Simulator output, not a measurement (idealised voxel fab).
process module | voxel transistor to metal
cross-section cut | 280 nm wide | cells 5 nm
A cross-section is a grid of square cells, given in bands from the top down. A band is one or more rows of cells.
Each band's line starts with the height of the band's top and of its bottom, in nm. Then come its materials from left to right, each with its width in nm. One material with "throughout" fills the band from edge to edge. "air" is empty space.
Height 0 is the level under which the wafer as received is all one material. The lowest band goes on downwards, as in "0 down".
A width such as "30 to 40" changes by the same amount from each row of cells to the next, from the band's top row to its bottom row.
"no change" after a step means that no cell of the cross-section changed.
closed voids: empty space of 8 cells or more with no open way to the top, each as width x height at its distance from the left edge, in nm
after a step's settings: what the simulator itself notes on the step
overlay nm, on a step with a mask: how far to the right of its planned place the mask lay; to the left if negative
Each pair below shows a cross-section before one step and the cross-section after it, down to the lowest band that changed. The line under each pair gives the step between them, with its settings. The pairs can come from different runs of this module on the same starting wafer, so a pair continues from the pair above only where its "before" says so.
before
  60 to 45: lowk 30 | air 20 | lowk 55 | air 20 | lowk 30 | air 20 | lowk 55 | air 20 | lowk 30
  45 to 40: SiN 30 | air 20 | SiN 55 | air 20 | SiN 30 | air 20 | SiN 55 | air 20 | SiN 30
  40 to 30: SiO2 30 | TiN 5 | SiN 10 | TiN 5 | SiO2 55 | TiN 5 | SiN 10 | TiN 5 | SiO2 30 | TiN 5 | SiN 10 | TiN 5 | SiO2 55 | TiN 5 | SiN 10 | TiN 5 | SiO2 30
  30 to 15: SiO2 30 | TiN 5 | SiN 10 | TiN 5 | SiO2 5 | SiN 5 | SiO2 5 | SiCN 25 | SiO2 5 | SiN 5 | SiO2 5 | TiN 5 | SiN 10 | TiN 5 | SiO2 30 | TiN 5 | SiN 10 | TiN 5 | SiO2 5 | SiN 5 | SiO2 5 | SiCN 25 | SiO2 5 | SiN 5 | SiO2 5 | TiN 5 | SiN 10 | TiN 5 | SiO2 30
  15 to 5: SiO2 30 | TiN 5 | SiN 10 | TiN 5 | SiO2 5 | SiN 5 | SiO2 5 | polySi 25 | SiO2 5 | SiN 5 | SiO2 5 | TiN 5 | SiN 10 | TiN 5 | SiO2 30 | TiN 5 | SiN 10 | TiN 5 | SiO2 5 | SiN 5 | SiO2 5 | polySi 25 | SiO2 5 | SiN 5 | SiO2 5 | TiN 5 | SiN 10 | TiN 5 | SiO2 30
  5 to 0: SiO2 30 | TiN 5 | SiN 5 | TiN 10 | SiO2 5 | SiN 5 | SiO2 5 | polySi 25 | SiO2 5 | SiN 5 | SiO2 5 | TiN 10 | SiN 5 | TiN 5 | SiO2 30 | TiN 5 | SiN 5 | TiN 10 | SiO2 5 | SiN 5 | SiO2 5 | polySi 25 | SiO2 5 | SiN 5 | SiO2 5 | TiN 10 | SiN 5 | TiN 5 | SiO2 30
  0 to -5: SiO2 30 | TiN 5 | SiN 5 | TiN 5 | SiGe 10 | SiN 5 | SiO2 5 | polySi 25 | SiO2 5 | SiN 5 | SiGe 10 | TiN 5 | SiN 5 | TiN 5 | SiO2 30 | TiN 5 | SiN 5 | TiN 5 | SiGe 10 | SiN 5 | SiO2 5 | polySi 25 | SiO2 5 | SiN 5 | SiGe 10 | TiN 5 | SiN 5 | TiN 5 | SiO2 30
  -5 to -10: SiO2 30 | TiN 15 | SiGe 10 | SiO2 45 | SiGe 10 | TiN 15 | SiO2 30 | TiN 15 | SiGe 10 | SiO2 45 | SiGe 10 | TiN 15 | SiO2 30
  -10 to -20: SiO2 25 | SiGe 30 | Si 45 | SiGe 30 | SiO2 20 | SiGe 30 | Si 45 | SiGe 30 | SiO2 25
  -20 to -40: SiO2 25 | Si 105 | SiO2 20 | Si 105 | SiO2 25
  -40 down: Si throughout
  closed voids: none
after
  65 to 60: TiN 35 | air 10 | TiN 65 | air 10 | TiN 40 | air 10 | TiN 65 | air 10 | TiN 35
  60 to 45: lowk 30 | TiN 5 | air 10 | TiN 5 | lowk 55 | TiN 5 | air 10 | TiN 5 | lowk 30 | TiN 5 | air 10 | TiN 5 | lowk 55 | TiN 5 | air 10 | TiN 5 | lowk 30
  45 to 40: SiN 30 | TiN 20 | SiN 55 | TiN 20 | SiN 30 | TiN 20 | SiN 55 | TiN 20 | SiN 30
  below 40: unchanged
  closed voids: none
the step between: op CONFORMAL_DEP | material TiN | thk nm 5
before: the cross-section after the pair above
after
  70 to 65: Cu throughout
  65 to 60: TiN 35 | Cu 10 | TiN 65 | Cu 10 | TiN 40 | Cu 10 | TiN 65 | Cu 10 | TiN 35
  60 to 45: lowk 30 | TiN 5 | Cu 10 | TiN 5 | lowk 55 | TiN 5 | Cu 10 | TiN 5 | lowk 30 | TiN 5 | Cu 10 | TiN 5 | lowk 55 | TiN 5 | Cu 10 | TiN 5 | lowk 30
  below 45: unchanged
  closed voids: none
the step between: op FILL_DEP | material Cu | thk nm 5
before: the cross-section after the pair above
after
  60 to 45: lowk 30 | TiN 5 | Cu 10 | TiN 5 | lowk 55 | TiN 5 | Cu 10 | TiN 5 | lowk 30 | TiN 5 | Cu 10 | TiN 5 | lowk 55 | TiN 5 | Cu 10 | TiN 5 | lowk 30
  below 45: unchanged
  closed voids: none
the step between: op CMP | height nm 60
before: the cross-section after the pair above
after
  65 to 60: SiCN throughout
  below 60: unchanged
  closed voids: none
the step between: op CONFORMAL_DEP | material SiCN | thk nm 5
before: the cross-section after the pair above
after
  95 to 65: SiO2 throughout
  below 65: unchanged
  closed voids: none
the step between: op DIRECTIONAL_DEP | material SiO2 | thk nm 30
before: the cross-section after the pair above
after
  95 to 65: SiO2 30 | air 15 | SiO2 110 | air 15 | SiO2 110
  below 65: unchanged
  closed voids: none
the step between: op MASKED_ETCH | tone open | mask id METAL_2_HOLES | width nm 15 | pitch nm 125 | etch materials SiO2 | depth nm 30 | overlay nm 0
before: the cross-section after the pair above
after
  95 to 80: SiO2 30 | air 20 | SiO2 105 | air 20 | SiO2 105
  below 80: unchanged
  closed voids: none
the step between: op MASKED_ETCH | tone open | mask id METAL_2 | width nm 20 | pitch nm 125 | etch materials SiO2 | depth nm 15 | overlay nm 0
before: the cross-section after the pair above
after
  95 to 80: SiO2 30 | air 20 | SiO2 105 | air 20 | SiO2 105
  80 to 65: SiO2 30 | air 15 | SiO2 110 | air 15 | SiO2 110
  65 to 60: SiCN 30 | air 15 | SiCN 110 | air 15 | SiCN 110
  below 60: unchanged
  closed voids: none
the step between: op MASKED_ETCH | tone open | mask id METAL_2 | width nm 20 | pitch nm 125 | etch materials SiCN | depth nm 5 | overlay nm 0
before: the cross-section after the pair above
after
  100 to 95: TiN 35 | air 10 | TiN 115 | air 10 | TiN 110
  95 to 85: SiO2 30 | TiN 5 | air 10 | TiN 5 | SiO2 105 | TiN 5 | air 10 | TiN 5 | SiO2 105
  85 to 80: SiO2 30 | TiN 5 | air 5 | TiN 10 | SiO2 105 | TiN 5 | air 5 | TiN 10 | SiO2 105
  80 to 65: SiO2 30 | TiN 5 | air 5 | TiN 5 | SiO2 110 | TiN 5 | air 5 | TiN 5 | SiO2 110
  65 to 60: SiCN 30 | TiN 15 | SiCN 110 | TiN 15 | SiCN 110
  below 60: unchanged
  closed voids: none
the step between: op CONFORMAL_DEP | material TiN | thk nm 5
before: the cross-section after the pair above
after
  105 to 100: Cu throughout
  100 to 95: TiN 35 | Cu 10 | TiN 115 | Cu 10 | TiN 110
  95 to 85: SiO2 30 | TiN 5 | Cu 10 | TiN 5 | SiO2 105 | TiN 5 | Cu 10 | TiN 5 | SiO2 105
  85 to 80: SiO2 30 | TiN 5 | Cu 5 | TiN 10 | SiO2 105 | TiN 5 | Cu 5 | TiN 10 | SiO2 105
  80 to 65: SiO2 30 | TiN 5 | Cu 5 | TiN 5 | SiO2 110 | TiN 5 | Cu 5 | TiN 5 | SiO2 110
  below 65: unchanged
  closed voids: none
the step between: op FILL_DEP | material Cu | thk nm 5
before: the cross-section after the pair above
after
  95 to 85: SiO2 30 | TiN 5 | Cu 10 | TiN 5 | SiO2 105 | TiN 5 | Cu 10 | TiN 5 | SiO2 105
  below 85: unchanged
  closed voids: none
the step between: op CMP | height nm 95
before: the cross-section after the pair above
after
  100 to 95: SiCN throughout
  below 95: unchanged
  closed voids: none
the step between: op CONFORMAL_DEP | material SiCN | thk nm 5
before
  60 to 45: lowk throughout
  45 to 40: SiN throughout
  40 to 30: SiO2 30 | TiN 5 | W 10 | TiN 5 | SiO2 55 | TiN 5 | W 10 | TiN 5 | SiO2 30 | TiN 5 | W 10 | TiN 5 | SiO2 55 | TiN 5 | W 10 | TiN 5 | SiO2 30
  30 to 15: SiO2 30 | TiN 5 | W 10 | TiN 5 | SiO2 5 | SiN 5 | SiO2 5 | SiCN 25 | SiO2 5 | SiN 5 | SiO2 5 | TiN 5 | W 10 | TiN 5 | SiO2 30 | TiN 5 | W 10 | TiN 5 | SiO2 5 | SiN 5 | SiO2 5 | SiCN 25 | SiO2 5 | SiN 5 | SiO2 5 | TiN 5 | W 10 | TiN 5 | SiO2 30
  15 to 5: SiO2 30 | TiN 5 | W 10 | TiN 5 | SiO2 5 | SiN 5 | SiO2 5 | polySi 25 | SiO2 5 | SiN 5 | SiO2 5 | TiN 5 | W 10 | TiN 5 | SiO2 30 | TiN 5 | W 10 | TiN 5 | SiO2 5 | SiN 5 | SiO2 5 | polySi 25 | SiO2 5 | SiN 5 | SiO2 5 | TiN 5 | W 10 | TiN 5 | SiO2 30
  5 to 0: SiO2 30 | TiN 5 | W 5 | TiN 10 | SiO2 5 | SiN 5 | SiO2 5 | polySi 25 | SiO2 5 | SiN 5 | SiO2 5 | TiN 10 | W 5 | TiN 5 | SiO2 30 | TiN 5 | W 5 | TiN 10 | SiO2 5 | SiN 5 | SiO2 5 | polySi 25 | SiO2 5 | SiN 5 | SiO2 5 | TiN 10 | W 5 | TiN 5 | SiO2 30
  0 to -5: SiO2 30 | TiN 5 | W 5 | TiN 5 | SiGe 10 | SiN 5 | SiO2 5 | polySi 25 | SiO2 5 | SiN 5 | SiGe 10 | TiN 5 | W 5 | TiN 5 | SiO2 30 | TiN 5 | W 5 | TiN 5 | SiGe 10 | SiN 5 | SiO2 5 | polySi 25 | SiO2 5 | SiN 5 | SiGe 10 | TiN 5 | W 5 | TiN 5 | SiO2 30
  -5 to -10: SiO2 30 | TiN 15 | SiGe 10 | SiO2 45 | SiGe 10 | TiN 15 | SiO2 30 | TiN 15 | SiGe 10 | SiO2 45 | SiGe 10 | TiN 15 | SiO2 30
  -10 to -20: SiO2 25 | SiGe 30 | Si 45 | SiGe 30 | SiO2 20 | SiGe 30 | Si 45 | SiGe 30 | SiO2 25
  -20 to -40: SiO2 25 | Si 105 | SiO2 20 | Si 105 | SiO2 25
  -40 down: Si throughout
  closed voids: none
after
  75 to 60: air 30 | resist 20 | air 55 | resist 20 | air 30 | resist 20 | air 55 | resist 20 | air 30
  below 60: unchanged
  closed voids: none
the step between: op PATTERN | tone cover | mask id METAL_1 | material resist | width nm 20 | thk nm 15 | overlay nm 0
before: the cross-section after the pair above
after
  75 to 60: air 30 | resist 20 | air 55 | resist 20 | air 30 | resist 20 | air 55 | resist 20 | air 30
  60 to 45: air 30 | lowk 20 | air 55 | lowk 20 | air 30 | lowk 20 | air 55 | lowk 20 | air 30
  below 45: unchanged
  closed voids: none
the step between: op DIRECTIONAL_ETCH | etch materials lowk | depth nm 15
before: the cross-section after the pair above
after
  75 to 60: air 30 | resist 20 | air 55 | resist 20 | air 30 | resist 20 | air 55 | resist 20 | air 30
  60 to 45: air 30 | lowk 20 | air 55 | lowk 20 | air 30 | lowk 20 | air 55 | lowk 20 | air 30
  45 to 40: air 30 | SiN 20 | air 55 | SiN 20 | air 30 | SiN 20 | air 55 | SiN 20 | air 30
  below 40: unchanged
  closed voids: none
the step between: op DIRECTIONAL_ETCH | etch materials SiN | depth nm 5
before: the cross-section after the pair above
after
  60 to 45: air 30 | lowk 20 | air 55 | lowk 20 | air 30 | lowk 20 | air 55 | lowk 20 | air 30
  below 45: unchanged
  closed voids: none
the step between: op STRIP | etch materials resist
before: the cross-section after the pair above
after
  65 to 60: air 25 | TiN 30 | air 45 | TiN 30 | air 20 | TiN 30 | air 45 | TiN 30 | air 25
  60 to 45: air 25 | TiN 5 | lowk 20 | TiN 5 | air 45 | TiN 5 | lowk 20 | TiN 5 | air 20 | TiN 5 | lowk 20 | TiN 5 | air 45 | TiN 5 | lowk 20 | TiN 5 | air 25
  45 to 40: TiN 30 | SiN 20 | TiN 55 | SiN 20 | TiN 30 | SiN 20 | TiN 55 | SiN 20 | TiN 30
  below 40: unchanged
  closed voids: none
the step between: op CONFORMAL_DEP | material TiN | thk nm 5
before: the cross-section after the pair above
after
  70 to 65: Cu throughout
  65 to 60: Cu 25 | TiN 30 | Cu 45 | TiN 30 | Cu 20 | TiN 30 | Cu 45 | TiN 30 | Cu 25
  60 to 45: Cu 25 | TiN 5 | lowk 20 | TiN 5 | Cu 45 | TiN 5 | lowk 20 | TiN 5 | Cu 20 | TiN 5 | lowk 20 | TiN 5 | Cu 45 | TiN 5 | lowk 20 | TiN 5 | Cu 25
  below 45: unchanged
  closed voids: none
the step between: op FILL_DEP | material Cu | thk nm 5
before: the cross-section after the pair above
after
  60 to 45: Cu 25 | TiN 5 | lowk 20 | TiN 5 | Cu 45 | TiN 5 | lowk 20 | TiN 5 | Cu 20 | TiN 5 | lowk 20 | TiN 5 | Cu 45 | TiN 5 | lowk 20 | TiN 5 | Cu 25
  below 45: unchanged
  closed voids: none
the step between: op CMP | height nm 60
before: the cross-section after the pair above
after
  65 to 60: SiCN throughout
  below 60: unchanged
  closed voids: none
the step between: op CONFORMAL_DEP | material SiCN | thk nm 5
before: the cross-section after the pair above
after
  95 to 65: SiO2 throughout
  below 65: unchanged
  closed voids: none
the step between: op DIRECTIONAL_DEP | material SiO2 | thk nm 30
before: the cross-section after the pair above
after
  95 to 65: SiO2 30 | air 15 | SiO2 110 | air 15 | SiO2 110
  below 65: unchanged
  closed voids: none
the step between: op MASKED_ETCH | tone open | mask id METAL_2_HOLES | width nm 15 | pitch nm 125 | etch materials SiO2 | depth nm 30 | overlay nm 0
before: the cross-section after the pair above
after
  95 to 80: SiO2 30 | air 20 | SiO2 105 | air 20 | SiO2 105
  below 80: unchanged
  closed voids: none
the step between: op MASKED_ETCH | tone open | mask id METAL_2 | width nm 20 | pitch nm 125 | etch materials SiO2 | depth nm 15 | overlay nm 0
before: the cross-section after the pair above
after
  95 to 80: SiO2 30 | air 20 | SiO2 105 | air 20 | SiO2 105
  80 to 65: SiO2 30 | air 15 | SiO2 110 | air 15 | SiO2 110
  65 to 60: SiCN 30 | air 15 | SiCN 110 | air 15 | SiCN 110
  below 60: unchanged
  closed voids: none
the step between: op MASKED_ETCH | tone open | mask id METAL_2 | width nm 20 | pitch nm 125 | etch materials SiCN | depth nm 5 | overlay nm 0
before: the cross-section after the pair above
after
  100 to 95: TiN 35 | air 10 | TiN 115 | air 10 | TiN 110
  95 to 85: SiO2 30 | TiN 5 | air 10 | TiN 5 | SiO2 105 | TiN 5 | air 10 | TiN 5 | SiO2 105
  85 to 80: SiO2 30 | TiN 5 | air 5 | TiN 10 | SiO2 105 | TiN 5 | air 5 | TiN 10 | SiO2 105
  80 to 65: SiO2 30 | TiN 5 | air 5 | TiN 5 | SiO2 110 | TiN 5 | air 5 | TiN 5 | SiO2 110
  65 to 60: SiCN 30 | TiN 15 | SiCN 110 | TiN 15 | SiCN 110
  below 60: unchanged
  closed voids: none
the step between: op CONFORMAL_DEP | material TiN | thk nm 5
before: the cross-section after the pair above
after
  105 to 100: Cu throughout
  100 to 95: TiN 35 | Cu 10 | TiN 115 | Cu 10 | TiN 110
  95 to 85: SiO2 30 | TiN 5 | Cu 10 | TiN 5 | SiO2 105 | TiN 5 | Cu 10 | TiN 5 | SiO2 105
  85 to 80: SiO2 30 | TiN 5 | Cu 5 | TiN 10 | SiO2 105 | TiN 5 | Cu 5 | TiN 10 | SiO2 105
  80 to 65: SiO2 30 | TiN 5 | Cu 5 | TiN 5 | SiO2 110 | TiN 5 | Cu 5 | TiN 5 | SiO2 110
  below 65: unchanged
  closed voids: none
the step between: op FILL_DEP | material Cu | thk nm 5
before: the cross-section after the pair above
after
  95 to 85: SiO2 30 | TiN 5 | Cu 10 | TiN 5 | SiO2 105 | TiN 5 | Cu 10 | TiN 5 | SiO2 105
  below 85: unchanged
  closed voids: none
the step between: op CMP | height nm 95
before: the cross-section after the pair above
after
  100 to 95: SiCN throughout
  below 95: unchanged
  closed voids: none
the step between: op CONFORMAL_DEP | material SiCN | thk nm 5
